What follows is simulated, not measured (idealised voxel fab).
process module | voxel wiring stack
cross-section cut | 160 nm wide | cells 5 nm
A cross-section is a grid of square cells, given in bands from the top down. A band is one or more rows of cells.
Each band's line starts with the height of the band's top and of its bottom, in nm. Then come its materials from left to right, each with its width in nm. One material with "throughout" fills the band from edge to edge. "air" is empty space.
Height 0 is the level under which the wafer as received is all one material. The lowest band goes on downwards, as in "0 down".
A width such as "30 to 40" changes by the same amount from each row of cells to the next, from the band's top row to its bottom row.
"no change" after a step means that no cell of the cross-section changed.
closed voids: empty space of 8 cells or more with no open way to the top, each as width x height at its distance from the left edge, in nm
after a step's settings: what the simulator itself notes on the step
overlay nm, on a step with a mask: how far to the right of its planned place the mask lay; to the left if negative
plan
1 op RECEIVE | material Si
2 op CONFORMAL_DEP | material SiO2 | thk nm 10
3 op DIRECTIONAL_DEP | material TiN | thk nm 5
4 op DIRECTIONAL_DEP | material Ru | thk nm 25
5 op MASKED_ETCH | tone cover | mask id METAL_1 | width nm 25 | pitch nm 50 | etch materials Ru | depth nm 25 | overlay nm 0
6 op MASKED_ETCH | tone cover | mask id METAL_1 | width nm 25 | pitch nm 50 | etch materials TiN | depth nm 5 | overlay nm 0
7 op CONFORMAL_DEP | material SiN | thk nm 5
8 op FILL_DEP | material lowk | thk nm 5
9 op CMP | height nm 40
10 op CONFORMAL_DEP | material SiCN | thk nm 5
11 op DIRECTIONAL_DEP | material SiO2 | thk nm 35
12 op DIRECTIONAL_DEP | material aC | thk nm 10
13 op PATTERN | tone open | mask id METAL_2_HOLES | material resist | width nm 15 | pitch nm 100 | thk nm 30 | overlay nm 0
14 op DIRECTIONAL_ETCH | etch materials aC | depth nm 10
15 op STRIP | etch materials resist
16 op DIRECTIONAL_ETCH | etch materials SiO2 | depth nm 35
17 op STRIP | etch materials aC
18 op PATTERN | tone open | mask id METAL_2 | material resist | width nm 25 | pitch nm 50 | thk nm 15 | overlay nm 0
19 op DIRECTIONAL_ETCH | etch materials SiO2 | depth nm 20
20 op DIRECTIONAL_ETCH | etch materials SiCN | depth nm 5
21 op STRIP | etch materials resist
22 op CONFORMAL_DEP | material TiN | thk nm 5
23 op FILL_DEP | material Cu | thk nm 10
24 op CMP | height nm 80
25 op CONFORMAL_DEP | material SiCN | thk nm 5
26 op DIRECTIONAL_DEP | material SiO2 | thk nm 30
27 op MASKED_ETCH | tone open | mask id METAL_3 | width nm 25 | pitch nm 50 | etch materials SiO2 | depth nm 15 | overlay nm 0
28 op DIRECTIONAL_DEP | material aC | thk nm 10
29 op PATTERN | tone open | mask id METAL_3_HOLES | material resist | width nm 15 | pitch nm 100 | thk nm 30 | overlay nm 0
30 op DIRECTIONAL_ETCH | etch materials aC | depth nm 10
31 op STRIP | etch materials resist
32 op DIRECTIONAL_ETCH | etch materials SiO2 | depth nm 15
33 op DIRECTIONAL_ETCH | etch materials SiCN | depth nm 5
34 op STRIP | etch materials aC
35 op CONFORMAL_DEP | material TiN | thk nm 5
36 op FILL_DEP | material Ru | thk nm 5
37 op CMP | height nm 115
38 op CONFORMAL_DEP | material SiCN | thk nm 5
39 op DIRECTIONAL_DEP | material lowk | thk nm 25
40 op DIRECTIONAL_DEP | material aC | thk nm 15
41 op PATTERN | tone open | mask id METAL_4_HOLES | material resist | width nm 15 | pitch nm 100 | thk nm 30 | overlay nm 0
42 op DIRECTIONAL_ETCH | etch materials aC | depth nm 15
43 op STRIP | etch materials resist
44 op DIRECTIONAL_ETCH | etch materials lowk | depth nm 25
45 op STRIP | etch materials aC
46 op DIRECTIONAL_DEP | material aC | thk nm 15
47 op PATTERN | tone open | mask id METAL_4 | material resist | width nm 25 | pitch nm 50 | thk nm 30 | overlay nm 0
48 op DIRECTIONAL_ETCH | etch materials aC | depth nm 15
49 op STRIP | etch materials resist
50 op DIRECTIONAL_ETCH | etch materials lowk | depth nm 15
51 op DIRECTIONAL_ETCH | etch materials SiCN | depth nm 5
52 op STRIP | etch materials aC
53 op CONFORMAL_DEP | material TiN | thk nm 5
54 op FILL_DEP | material Ru | thk nm 10
55 op CMP | height nm 145
56 op CONFORMAL_DEP | material SiN | thk nm 5
first wafer, as planned
as received, after step 1
  0 down: Si throughout
  closed voids: none
after step 2
  10 to 0: SiO2 throughout
  below 0: unchanged
after step 3
  15 to 10: TiN throughout
  below 10: unchanged
after step 4
  40 to 15: Ru throughout
  below 15: unchanged
after step 5
  40 to 15: air 15 | Ru 25 | air 25 | Ru 25 | air 25 | Ru 25 | air 20
  below 15: unchanged
after step 6
  40 to 15: air 15 | Ru 25 | air 25 | Ru 25 | air 25 | Ru 25 | air 20
  15 to 10: air 15 | TiN 25 | air 25 | TiN 25 | air 25 | TiN 25 | air 20
  below 10: unchanged
after step 7
  45 to 40: air 10 | SiN 35 | air 15 | SiN 35 | air 15 | SiN 35 | air 15
  40 to 15: air 10 | SiN 5 | Ru 25 | SiN 5 | air 15 | SiN 5 | Ru 25 | SiN 5 | air 15 | SiN 5 | Ru 25 | SiN 5 | air 15
  15 to 10: SiN 15 | TiN 25 | SiN 25 | TiN 25 | SiN 25 | TiN 25 | SiN 20
  below 10: unchanged
after step 8
  50 to 45: lowk throughout
  45 to 40: lowk 10 | SiN 35 | lowk 15 | SiN 35 | lowk 15 | SiN 35 | lowk 15
  40 to 15: lowk 10 | SiN 5 | Ru 25 | SiN 5 | lowk 15 | SiN 5 | Ru 25 | SiN 5 | lowk 15 | SiN 5 | Ru 25 | SiN 5 | lowk 15
  below 15: unchanged
after step 9
  40 to 15: lowk 10 | SiN 5 | Ru 25 | SiN 5 | lowk 15 | SiN 5 | Ru 25 | SiN 5 | lowk 15 | SiN 5 | Ru 25 | SiN 5 | lowk 15
  below 15: unchanged
after step 10
  45 to 40: SiCN throughout
  below 40: unchanged
after step 11
  80 to 45: SiO2 throughout
  below 45: unchanged
after step 12
  90 to 80: aC throughout
  below 80: unchanged
after step 13
  120 to 90: resist 15 | air 15 | resist 85 | air 15 | resist 30
  below 90: unchanged
after step 14
  110 to 90: resist 15 | air 15 | resist 85 | air 15 | resist 30
  90 to 80: aC 15 | air 15 | aC 85 | air 15 | aC 30
  below 80: unchanged
after step 15
  90 to 80: aC 15 | air 15 | aC 85 | air 15 | aC 30
  below 80: unchanged
after step 16
  90 to 80: aC 15 | air 15 | aC 85 | air 15 | aC 30
  80 to 45: SiO2 15 | air 15 | SiO2 85 | air 15 | SiO2 30
  below 45: unchanged
after step 17
  80 to 45: SiO2 15 | air 15 | SiO2 85 | air 15 | SiO2 30
  below 45: unchanged
after step 18
  95 to 80: resist 15 | air 25 | resist 25 | air 25 | resist 25 | air 25 | resist 20
  below 80: unchanged
after step 19
  95 to 80: resist 15 | air 25 | resist 25 | air 25 | resist 25 | air 25 | resist 20
  80 to 60: SiO2 15 | air 25 | SiO2 25 | air 25 | SiO2 25 | air 25 | SiO2 20
  below 60: unchanged
after step 20
  95 to 80: resist 15 | air 25 | resist 25 | air 25 | resist 25 | air 25 | resist 20
  80 to 60: SiO2 15 | air 25 | SiO2 25 | air 25 | SiO2 25 | air 25 | SiO2 20
  60 to 45: SiO2 15 | air 15 | SiO2 85 | air 15 | SiO2 30
  45 to 40: SiCN 15 | air 15 | SiCN 85 | air 15 | SiCN 30
  below 40: unchanged
after step 21
  80 to 60: SiO2 15 | air 25 | SiO2 25 | air 25 | SiO2 25 | air 25 | SiO2 20
  below 60: unchanged
after step 22
  85 to 80: TiN 20 | air 15 | TiN 35 | air 15 | TiN 35 | air 15 | TiN 25
  80 to 65: SiO2 15 | TiN 5 | air 15 | TiN 5 | SiO2 25 | TiN 5 | air 15 | TiN 5 | SiO2 25 | TiN 5 | air 15 | TiN 5 | SiO2 20
  65 to 60: SiO2 15 | TiN 5 | air 5 | TiN 15 | SiO2 25 | TiN 25 | SiO2 25 | TiN 5 | air 5 | TiN 15 | SiO2 20
  60 to 45: SiO2 15 | TiN 5 | air 5 | TiN 5 | SiO2 85 | TiN 5 | air 5 | TiN 5 | SiO2 30
  45 to 40: SiCN 15 | TiN 15 | SiCN 85 | TiN 15 | SiCN 30
  below 40: unchanged
after step 23
  95 to 85: Cu throughout
  85 to 80: TiN 20 | Cu 15 | TiN 35 | Cu 15 | TiN 35 | Cu 15 | TiN 25
  80 to 65: SiO2 15 | TiN 5 | Cu 15 | TiN 5 | SiO2 25 | TiN 5 | Cu 15 | TiN 5 | SiO2 25 | TiN 5 | Cu 15 | TiN 5 | SiO2 20
  65 to 60: SiO2 15 | TiN 5 | Cu 5 | TiN 15 | SiO2 25 | TiN 25 | SiO2 25 | TiN 5 | Cu 5 | TiN 15 | SiO2 20
  60 to 45: SiO2 15 | TiN 5 | Cu 5 | TiN 5 | SiO2 85 | TiN 5 | Cu 5 | TiN 5 | SiO2 30
  below 45: unchanged
after step 24
  80 to 65: SiO2 15 | TiN 5 | Cu 15 | TiN 5 | SiO2 25 | TiN 5 | Cu 15 | TiN 5 | SiO2 25 | TiN 5 | Cu 15 | TiN 5 | SiO2 20
  below 65: unchanged
after step 25
  85 to 80: SiCN throughout
  below 80: unchanged
after step 26
  115 to 85: SiO2 throughout
  below 85: unchanged
after step 27
  115 to 100: SiO2 15 | air 25 | SiO2 25 | air 25 | SiO2 25 | air 25 | SiO2 20
  below 100: unchanged
after step 28
  125 to 115: aC 15 | air 25 | aC 25 | air 25 | aC 25 | air 25 | aC 20
  115 to 110: SiO2 15 | air 25 | SiO2 25 | air 25 | SiO2 25 | air 25 | SiO2 20
  110 to 100: SiO2 15 | aC 25 | SiO2 25 | aC 25 | SiO2 25 | aC 25 | SiO2 20
  below 100: unchanged
after step 29
  155 to 125: resist 15 | air 15 | resist 85 | air 15 | resist 30
  125 to 115: aC 15 | air 15 | resist 10 | aC 25 | resist 25 | aC 25 | air 15 | resist 10 | aC 20
  115 to 110: SiO2 15 | air 15 | resist 10 | SiO2 25 | resist 25 | SiO2 25 | air 15 | resist 10 | SiO2 20
  below 110: unchanged
after step 30
  145 to 125: resist 15 | air 15 | resist 85 | air 15 | resist 30
  125 to 115: aC 15 | air 15 | resist 10 | aC 25 | resist 25 | aC 25 | air 15 | resist 10 | aC 20
  115 to 110: SiO2 15 | air 15 | resist 10 | SiO2 25 | resist 25 | SiO2 25 | air 15 | resist 10 | SiO2 20
  110 to 100: SiO2 15 | air 15 | aC 10 | SiO2 25 | aC 25 | SiO2 25 | air 15 | aC 10 | SiO2 20
  below 100: unchanged
after step 31
  125 to 115: aC 15 | air 25 | aC 25 | air 25 | aC 25 | air 25 | aC 20
  115 to 110: SiO2 15 | air 25 | SiO2 25 | air 25 | SiO2 25 | air 25 | SiO2 20
  below 110: unchanged
after step 32
  125 to 115: aC 15 | air 25 | aC 25 | air 25 | aC 25 | air 25 | aC 20
  115 to 110: SiO2 15 | air 25 | SiO2 25 | air 25 | SiO2 25 | air 25 | SiO2 20
  110 to 100: SiO2 15 | air 15 | aC 10 | SiO2 25 | aC 25 | SiO2 25 | air 15 | aC 10 | SiO2 20
  100 to 85: SiO2 15 | air 15 | SiO2 85 | air 15 | SiO2 30
  below 85: unchanged
after step 33
  125 to 115: aC 15 | air 25 | aC 25 | air 25 | aC 25 | air 25 | aC 20
  115 to 110: SiO2 15 | air 25 | SiO2 25 | air 25 | SiO2 25 | air 25 | SiO2 20
  110 to 100: SiO2 15 | air 15 | aC 10 | SiO2 25 | aC 25 | SiO2 25 | air 15 | aC 10 | SiO2 20
  100 to 85: SiO2 15 | air 15 | SiO2 85 | air 15 | SiO2 30
  85 to 80: SiCN 15 | air 15 | SiCN 85 | air 15 | SiCN 30
  below 80: unchanged
after step 34
  115 to 100: SiO2 15 | air 25 | SiO2 25 | air 25 | SiO2 25 | air 25 | SiO2 20
  below 100: unchanged
after step 35
  120 to 115: TiN 20 | air 15 | TiN 35 | air 15 | TiN 35 | air 15 | TiN 25
  115 to 105: SiO2 15 | TiN 5 | air 15 | TiN 5 | SiO2 25 | TiN 5 | air 15 | TiN 5 | SiO2 25 | TiN 5 | air 15 | TiN 5 | SiO2 20
  105 to 100: SiO2 15 | TiN 5 | air 5 | TiN 15 | SiO2 25 | TiN 25 | SiO2 25 | TiN 5 | air 5 | TiN 15 | SiO2 20
  100 to 85: SiO2 15 | TiN 5 | air 5 | TiN 5 | SiO2 85 | TiN 5 | air 5 | TiN 5 | SiO2 30
  85 to 80: SiCN 15 | TiN 15 | SiCN 85 | TiN 15 | SiCN 30
  below 80: unchanged
after step 36
  125 to 120: Ru throughout
  120 to 115: TiN 20 | Ru 15 | TiN 35 | Ru 15 | TiN 35 | Ru 15 | TiN 25
  115 to 105: SiO2 15 | TiN 5 | Ru 15 | TiN 5 | SiO2 25 | TiN 5 | Ru 15 | TiN 5 | SiO2 25 | TiN 5 | Ru 15 | TiN 5 | SiO2 20
  105 to 100: SiO2 15 | TiN 5 | Ru 5 | TiN 15 | SiO2 25 | TiN 25 | SiO2 25 | TiN 5 | Ru 5 | TiN 15 | SiO2 20
  100 to 85: SiO2 15 | TiN 5 | Ru 5 | TiN 5 | SiO2 85 | TiN 5 | Ru 5 | TiN 5 | SiO2 30
  below 85: unchanged
after step 37
  115 to 105: SiO2 15 | TiN 5 | Ru 15 | TiN 5 | SiO2 25 | TiN 5 | Ru 15 | TiN 5 | SiO2 25 | TiN 5 | Ru 15 | TiN 5 | SiO2 20
  below 105: unchanged
after step 38
  120 to 115: SiCN throughout
  below 115: unchanged
after step 39
  145 to 120: lowk throughout
  below 120: unchanged
after step 40
  160 to 145: aC throughout
  below 145: unchanged
after step 41
  190 to 160: resist 15 | air 15 | resist 85 | air 15 | resist 30
  below 160: unchanged
after step 42
  175 to 160: resist 15 | air 15 | resist 85 | air 15 | resist 30
  160 to 145: aC 15 | air 15 | aC 85 | air 15 | aC 30
  below 145: unchanged
after step 43
  160 to 145: aC 15 | air 15 | aC 85 | air 15 | aC 30
  below 145: unchanged
after step 44
  160 to 145: aC 15 | air 15 | aC 85 | air 15 | aC 30
  145 to 120: lowk 15 | air 15 | lowk 85 | air 15 | lowk 30
  below 120: unchanged
after step 45
  145 to 120: lowk 15 | air 15 | lowk 85 | air 15 | lowk 30
  below 120: unchanged
after step 46
  160 to 145: aC 15 | air 15 | aC 85 | air 15 | aC 30
  145 to 135: lowk 15 | air 15 | lowk 85 | air 15 | lowk 30
  135 to 120: lowk 15 | aC 15 | lowk 85 | aC 15 | lowk 30
  below 120: unchanged
after step 47
  190 to 160: resist 15 | air 25 | resist 25 | air 25 | resist 25 | air 25 | resist 20
  below 160: unchanged
after step 48
  175 to 160: resist 15 | air 25 | resist 25 | air 25 | resist 25 | air 25 | resist 20
  160 to 145: aC 15 | air 25 | aC 25 | air 25 | aC 25 | air 25 | aC 20
  145 to 120: lowk 15 | air 15 | lowk 85 | air 15 | lowk 30
  below 120: unchanged
after step 49
  160 to 145: aC 15 | air 25 | aC 25 | air 25 | aC 25 | air 25 | aC 20
  below 145: unchanged
after step 50
  160 to 145: aC 15 | air 25 | aC 25 | air 25 | aC 25 | air 25 | aC 20
  145 to 130: lowk 15 | air 25 | lowk 25 | air 25 | lowk 25 | air 25 | lowk 20
  below 130: unchanged
after step 51
  160 to 145: aC 15 | air 25 | aC 25 | air 25 | aC 25 | air 25 | aC 20
  145 to 130: lowk 15 | air 25 | lowk 25 | air 25 | lowk 25 | air 25 | lowk 20
  130 to 120: lowk 15 | air 15 | lowk 85 | air 15 | lowk 30
  120 to 115: SiCN 15 | air 15 | SiCN 85 | air 15 | SiCN 30
  below 115: unchanged
after step 52
  145 to 130: lowk 15 | air 25 | lowk 25 | air 25 | lowk 25 | air 25 | lowk 20
  below 130: unchanged
after step 53
  150 to 145: TiN 20 | air 15 | TiN 35 | air 15 | TiN 35 | air 15 | TiN 25
  145 to 135: lowk 15 | TiN 5 | air 15 | TiN 5 | lowk 25 | TiN 5 | air 15 | TiN 5 | lowk 25 | TiN 5 | air 15 | TiN 5 | lowk 20
  135 to 130: lowk 15 | TiN 5 | air 5 | TiN 15 | lowk 25 | TiN 25 | lowk 25 | TiN 5 | air 5 | TiN 15 | lowk 20
  130 to 120: lowk 15 | TiN 5 | air 5 | TiN 5 | lowk 85 | TiN 5 | air 5 | TiN 5 | lowk 30
  120 to 115: SiCN 15 | TiN 15 | SiCN 85 | TiN 15 | SiCN 30
  below 115: unchanged
after step 54
  160 to 150: Ru throughout
  150 to 145: TiN 20 | Ru 15 | TiN 35 | Ru 15 | TiN 35 | Ru 15 | TiN 25
  145 to 135: lowk 15 | TiN 5 | Ru 15 | TiN 5 | lowk 25 | TiN 5 | Ru 15 | TiN 5 | lowk 25 | TiN 5 | Ru 15 | TiN 5 | lowk 20
  135 to 130: lowk 15 | TiN 5 | Ru 5 | TiN 15 | lowk 25 | TiN 25 | lowk 25 | TiN 5 | Ru 5 | TiN 15 | lowk 20
  130 to 120: lowk 15 | TiN 5 | Ru 5 | TiN 5 | lowk 85 | TiN 5 | Ru 5 | TiN 5 | lowk 30
  below 120: unchanged
after step 55
  145 to 135: lowk 15 | TiN 5 | Ru 15 | TiN 5 | lowk 25 | TiN 5 | Ru 15 | TiN 5 | lowk 25 | TiN 5 | Ru 15 | TiN 5 | lowk 20
  below 135: unchanged
after step 56
  150 to 145: SiN throughout
  below 145: unchanged
second wafer: like start, like plan, one mistake. Through step 17 it matches the first wafer
when step 18 should have ended
  95 to 80: air 15 | resist 25 | air 25 | resist 25 | air 25 | resist 25 | air 20
  80 to 45: SiO2 15 | resist 15 | SiO2 85 | resist 15 | SiO2 30
  below 45: unchanged
when step 19 should have ended
  95 to 80: air 15 | resist 25 | air 25 | resist 25 | air 25 | resist 25 | air 20
  80 to 60: air 15 | resist 15 | SiO2 10 | air 25 | SiO2 25 | air 25 | resist 15 | SiO2 10 | air 20
  below 60: unchanged
when step 20 should have ended: no change
when step 21 should have ended
  80 to 60: air 30 | SiO2 10 | air 25 | SiO2 25 | air 40 | SiO2 10 | air 20
  60 to 45: SiO2 15 | air 15 | SiO2 85 | air 15 | SiO2 30
  below 45: unchanged
when step 22 should have ended
  85 to 80: air 25 | TiN 20 | air 15 | TiN 35 | air 30 | TiN 20 | air 15
  80 to 65: air 25 | TiN 5 | SiO2 10 | TiN 5 | air 15 | TiN 5 | SiO2 25 | TiN 5 | air 30 | TiN 5 | SiO2 10 | TiN 5 | air 15
  65 to 60: TiN 20 | air 5 | TiN 5 | SiO2 10 | TiN 25 | SiO2 25 | TiN 30 | air 5 | TiN 5 | SiO2 10 | TiN 20
  60 to 50: SiO2 15 | TiN 5 | air 5 | TiN 5 | SiO2 85 | TiN 5 | air 5 | TiN 5 | SiO2 30
  50 to 45: SiO2 15 | TiN 15 | SiO2 85 | TiN 15 | SiO2 30
  below 45: unchanged
when step 23 should have ended
  95 to 85: Cu throughout
  85 to 80: Cu 25 | TiN 20 | Cu 15 | TiN 35 | Cu 30 | TiN 20 | Cu 15
  80 to 65: Cu 25 | TiN 5 | SiO2 10 | TiN 5 | Cu 15 | TiN 5 | SiO2 25 | TiN 5 | Cu 30 | TiN 5 | SiO2 10 | TiN 5 | Cu 15
  65 to 60: TiN 20 | Cu 5 | TiN 5 | SiO2 10 | TiN 25 | SiO2 25 | TiN 30 | Cu 5 | TiN 5 | SiO2 10 | TiN 20
  60 to 50: SiO2 15 | TiN 5 | Cu 5 | TiN 5 | SiO2 85 | TiN 5 | Cu 5 | TiN 5 | SiO2 30
  below 50: unchanged
when step 24 should have ended
  80 to 65: Cu 25 | TiN 5 | SiO2 10 | TiN 5 | Cu 15 | TiN 5 | SiO2 25 | TiN 5 | Cu 30 | TiN 5 | SiO2 10 | TiN 5 | Cu 15
  below 65: unchanged
when step 25 should have ended
  85 to 80: SiCN throughout
  below 80: unchanged
when step 26 should have ended
  115 to 85: SiO2 throughout
  below 85: unchanged
when step 27 should have ended
  115 to 100: SiO2 15 | air 25 | SiO2 25 | air 25 | SiO2 25 | air 25 | SiO2 20
  below 100: unchanged
when step 28 should have ended
  125 to 115: aC 15 | air 25 | aC 25 | air 25 | aC 25 | air 25 | aC 20
  115 to 110: SiO2 15 | air 25 | SiO2 25 | air 25 | SiO2 25 | air 25 | SiO2 20
  110 to 100: SiO2 15 | aC 25 | SiO2 25 | aC 25 | SiO2 25 | aC 25 | SiO2 20
  below 100: unchanged
when step 29 should have ended
  155 to 125: resist 15 | air 15 | resist 85 | air 15 | resist 30
  125 to 115: aC 15 | air 15 | resist 10 | aC 25 | resist 25 | aC 25 | air 15 | resist 10 | aC 20
  115 to 110: SiO2 15 | air 15 | resist 10 | SiO2 25 | resist 25 | SiO2 25 | air 15 | resist 10 | SiO2 20
  below 110: unchanged
when step 30 should have ended
  145 to 125: resist 15 | air 15 | resist 85 | air 15 | resist 30
  125 to 115: aC 15 | air 15 | resist 10 | aC 25 | resist 25 | aC 25 | air 15 | resist 10 | aC 20
  115 to 110: SiO2 15 | air 15 | resist 10 | SiO2 25 | resist 25 | SiO2 25 | air 15 | resist 10 | SiO2 20
  110 to 100: SiO2 15 | air 15 | aC 10 | SiO2 25 | aC 25 | SiO2 25 | air 15 | aC 10 | SiO2 20
  below 100: unchanged
when step 31 should have ended
  125 to 115: aC 15 | air 25 | aC 25 | air 25 | aC 25 | air 25 | aC 20
  115 to 110: SiO2 15 | air 25 | SiO2 25 | air 25 | SiO2 25 | air 25 | SiO2 20
  below 110: unchanged
when step 32 should have ended
  125 to 115: aC 15 | air 25 | aC 25 | air 25 | aC 25 | air 25 | aC 20
  115 to 110: SiO2 15 | air 25 | SiO2 25 | air 25 | SiO2 25 | air 25 | SiO2 20
  110 to 100: SiO2 15 | air 15 | aC 10 | SiO2 25 | aC 25 | SiO2 25 | air 15 | aC 10 | SiO2 20
  100 to 85: SiO2 15 | air 15 | SiO2 85 | air 15 | SiO2 30
  below 85: unchanged
when step 33 should have ended
  125 to 115: aC 15 | air 25 | aC 25 | air 25 | aC 25 | air 25 | aC 20
  115 to 110: SiO2 15 | air 25 | SiO2 25 | air 25 | SiO2 25 | air 25 | SiO2 20
  110 to 100: SiO2 15 | air 15 | aC 10 | SiO2 25 | aC 25 | SiO2 25 | air 15 | aC 10 | SiO2 20
  100 to 85: SiO2 15 | air 15 | SiO2 85 | air 15 | SiO2 30
  85 to 80: SiCN 15 | air 15 | SiCN 85 | air 15 | SiCN 30
  below 80: unchanged
when step 34 should have ended
  115 to 100: SiO2 15 | air 25 | SiO2 25 | air 25 | SiO2 25 | air 25 | SiO2 20
  below 100: unchanged
when step 35 should have ended
  120 to 115: TiN 20 | air 15 | TiN 35 | air 15 | TiN 35 | air 15 | TiN 25
  115 to 105: SiO2 15 | TiN 5 | air 15 | TiN 5 | SiO2 25 | TiN 5 | air 15 | TiN 5 | SiO2 25 | TiN 5 | air 15 | TiN 5 | SiO2 20
  105 to 100: SiO2 15 | TiN 5 | air 5 | TiN 15 | SiO2 25 | TiN 25 | SiO2 25 | TiN 5 | air 5 | TiN 15 | SiO2 20
  100 to 85: SiO2 15 | TiN 5 | air 5 | TiN 5 | SiO2 85 | TiN 5 | air 5 | TiN 5 | SiO2 30
  85 to 80: SiCN 15 | TiN 15 | SiCN 85 | TiN 15 | SiCN 30
  below 80: unchanged
when step 36 should have ended
  125 to 120: Ru throughout
  120 to 115: TiN 20 | Ru 15 | TiN 35 | Ru 15 | TiN 35 | Ru 15 | TiN 25
  115 to 105: SiO2 15 | TiN 5 | Ru 15 | TiN 5 | SiO2 25 | TiN 5 | Ru 15 | TiN 5 | SiO2 25 | TiN 5 | Ru 15 | TiN 5 | SiO2 20
  105 to 100: SiO2 15 | TiN 5 | Ru 5 | TiN 15 | SiO2 25 | TiN 25 | SiO2 25 | TiN 5 | Ru 5 | TiN 15 | SiO2 20
  100 to 85: SiO2 15 | TiN 5 | Ru 5 | TiN 5 | SiO2 85 | TiN 5 | Ru 5 | TiN 5 | SiO2 30
  below 85: unchanged
when step 37 should have ended
  115 to 105: SiO2 15 | TiN 5 | Ru 15 | TiN 5 | SiO2 25 | TiN 5 | Ru 15 | TiN 5 | SiO2 25 | TiN 5 | Ru 15 | TiN 5 | SiO2 20
  below 105: unchanged
when step 38 should have ended
  120 to 115: SiCN throughout
  below 115: unchanged
when step 39 should have ended
  145 to 120: lowk throughout
  below 120: unchanged
when step 40 should have ended
  160 to 145: aC throughout
  below 145: unchanged
when step 41 should have ended
  190 to 160: resist 15 | air 15 | resist 85 | air 15 | resist 30
  below 160: unchanged
when step 42 should have ended
  175 to 160: resist 15 | air 15 | resist 85 | air 15 | resist 30
  160 to 145: aC 15 | air 15 | aC 85 | air 15 | aC 30
  below 145: unchanged
when step 43 should have ended
  160 to 145: aC 15 | air 15 | aC 85 | air 15 | aC 30
  below 145: unchanged
when step 44 should have ended
  160 to 145: aC 15 | air 15 | aC 85 | air 15 | aC 30
  145 to 120: lowk 15 | air 15 | lowk 85 | air 15 | lowk 30
  below 120: unchanged
when step 45 should have ended
  145 to 120: lowk 15 | air 15 | lowk 85 | air 15 | lowk 30
  below 120: unchanged
when step 46 should have ended
  160 to 145: aC 15 | air 15 | aC 85 | air 15 | aC 30
  145 to 135: lowk 15 | air 15 | lowk 85 | air 15 | lowk 30
  135 to 120: lowk 15 | aC 15 | lowk 85 | aC 15 | lowk 30
  below 120: unchanged
when step 47 should have ended
  190 to 160: resist 15 | air 25 | resist 25 | air 25 | resist 25 | air 25 | resist 20
  below 160: unchanged
when step 48 should have ended
  175 to 160: resist 15 | air 25 | resist 25 | air 25 | resist 25 | air 25 | resist 20
  160 to 145: aC 15 | air 25 | aC 25 | air 25 | aC 25 | air 25 | aC 20
  145 to 120: lowk 15 | air 15 | lowk 85 | air 15 | lowk 30
  below 120: unchanged
when step 49 should have ended
  160 to 145: aC 15 | air 25 | aC 25 | air 25 | aC 25 | air 25 | aC 20
  below 145: unchanged
when step 50 should have ended
  160 to 145: aC 15 | air 25 | aC 25 | air 25 | aC 25 | air 25 | aC 20
  145 to 130: lowk 15 | air 25 | lowk 25 | air 25 | lowk 25 | air 25 | lowk 20
  below 130: unchanged
when step 51 should have ended
  160 to 145: aC 15 | air 25 | aC 25 | air 25 | aC 25 | air 25 | aC 20
  145 to 130: lowk 15 | air 25 | lowk 25 | air 25 | lowk 25 | air 25 | lowk 20
  130 to 120: lowk 15 | air 15 | lowk 85 | air 15 | lowk 30
  120 to 115: SiCN 15 | air 15 | SiCN 85 | air 15 | SiCN 30
  below 115: unchanged
when step 52 should have ended
  145 to 130: lowk 15 | air 25 | lowk 25 | air 25 | lowk 25 | air 25 | lowk 20
  below 130: unchanged
when step 53 should have ended
  150 to 145: TiN 20 | air 15 | TiN 35 | air 15 | TiN 35 | air 15 | TiN 25
  145 to 135: lowk 15 | TiN 5 | air 15 | TiN 5 | lowk 25 | TiN 5 | air 15 | TiN 5 | lowk 25 | TiN 5 | air 15 | TiN 5 | lowk 20
  135 to 130: lowk 15 | TiN 5 | air 5 | TiN 15 | lowk 25 | TiN 25 | lowk 25 | TiN 5 | air 5 | TiN 15 | lowk 20
  130 to 120: lowk 15 | TiN 5 | air 5 | TiN 5 | lowk 85 | TiN 5 | air 5 | TiN 5 | lowk 30
  120 to 115: SiCN 15 | TiN 15 | SiCN 85 | TiN 15 | SiCN 30
  below 115: unchanged
when step 54 should have ended
  160 to 150: Ru throughout
  150 to 145: TiN 20 | Ru 15 | TiN 35 | Ru 15 | TiN 35 | Ru 15 | TiN 25
  145 to 135: lowk 15 | TiN 5 | Ru 15 | TiN 5 | lowk 25 | TiN 5 | Ru 15 | TiN 5 | lowk 25 | TiN 5 | Ru 15 | TiN 5 | lowk 20
  135 to 130: lowk 15 | TiN 5 | Ru 5 | TiN 15 | lowk 25 | TiN 25 | lowk 25 | TiN 5 | Ru 5 | TiN 15 | lowk 20
  130 to 120: lowk 15 | TiN 5 | Ru 5 | TiN 5 | lowk 85 | TiN 5 | Ru 5 | TiN 5 | lowk 30
  below 120: unchanged
when step 55 should have ended
  145 to 135: lowk 15 | TiN 5 | Ru 15 | TiN 5 | lowk 25 | TiN 5 | Ru 15 | TiN 5 | lowk 25 | TiN 5 | Ru 15 | TiN 5 | lowk 20
  below 135: unchanged
when step 56 should have ended
  150 to 145: SiN throughout
  below 145: unchanged
what went wrong: step 18 ran as: op PATTERN | tone cover | mask id METAL_2 | material resist | width nm 25 | pitch nm 50 | thk nm 15 | overlay nm 0
at the end the second wafer has, in cells: 22 more of Cu | 6 more of SiCN | 32 fewer of SiO2 | 4 more of TiN
